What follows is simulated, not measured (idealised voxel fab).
A process module follows: voxel ribs on slabs.
Pictured: cross-section cut, 155 nm wide, on a grid of 5 nm square cells.
In this document a cross-section is written as a grid of square cells. It is given as a series of bands, listed from the top down, and a band is one or more rows of cells.
Band entry format. Leading values: height of top, height of bottom, nm. Remainder: materials in left-to-right order, each with its width in nm. Special words: "all across" on a single material, which then fills the band edge to edge; "air", empty space.
Heights are reckoned from 0. Under this level, the received wafer is all of one material. The bottommost band is open-ended downward, for example "0 nm and below".
It should be noted that a width expressed as "30 to 40" varies in equal increments from row to row of cells within the band, taking the value of the first number at the top row and that of the second number at the bottom row.
Basically "no alteration" means that step didn't change any cell in the cross-section.
In the "Closed internal cavities" entry, you get each enclosed empty space of 8 cells or more, one with no open way to the top, written width x height at distance, distance from the left edge, in nm.
It should be noted that, on the line of a given step, the content following the step's settings is a remark produced by the simulator itself with respect to that step.
overlay nm: on a step with a mask, how far right of its planned place the mask lay; negative means left.
**Steps planned for the process**
1: RECEIVE,material Si
2: DIRECTIONAL_DEP,material SiO2,thk nm 20
3: DIRECTIONAL_DEP,material polySi,thk nm 20
4: PATTERN,tone cover,mask id RIB,material resist,width nm 15,thk nm 15,overlay nm 0
5: DIRECTIONAL_ETCH,etch materials polySi,depth nm 5
6: STRIP,etch materials resist
7: MASKED_ETCH,tone cover,mask id SLAB,width nm 75,etch materials polySi,depth nm 15,overlay nm 0
8: FILL_DEP,material SiO2,thk nm 30
9: CMP,height nm 60
10: DIRECTIONAL_DEP,material W,thk nm 5
11: DIRECTIONAL_DEP,material aC,thk nm 15
12: PATTERN,tone cover,mask id HEATER,material resist,width nm 25,thk nm 35,overlay nm 0
13: DIRECTIONAL_ETCH,etch materials aC,depth nm 15
14: STRIP,etch materials resist
15: DIRECTIONAL_ETCH,etch materials W,depth nm 5
16: STRIP,etch materials aC
17: CONFORMAL_DEP,material SiN,thk nm 10
**As-received wafer cross-section (after step 1)**
* 0 nm and below: Si all across
* Closed internal cavities: none
**End-of-module cross-section. Starting structure and process plan as above; one mistake made in running it**
* 75 nm to 70 nm: air 55 nm / SiN 45 nm / air 55 nm
* 70 nm to 65 nm: SiN all across
* 65 nm to 60 nm: SiN 65 nm / W 25 nm / SiN 65 nm
* 60 nm to 35 nm: SiO2 all across
* 35 nm to 25 nm: polySi 40 nm / SiO2 75 nm / polySi 40 nm
* 25 nm to 20 nm: polySi 40 nm / SiO2 30 nm / polySi 15 nm / SiO2 30 nm / polySi 40 nm
* 20 nm to 0 nm: SiO2 all across
* 0 nm and below: Si all across
* Closed internal cavities: none
Run error: step 7 did not use the planned setting and instead ran as MASKED_ETCH,tone open,mask id SLAB,width nm 75,etch materials polySi,depth nm 15,overlay nm 0
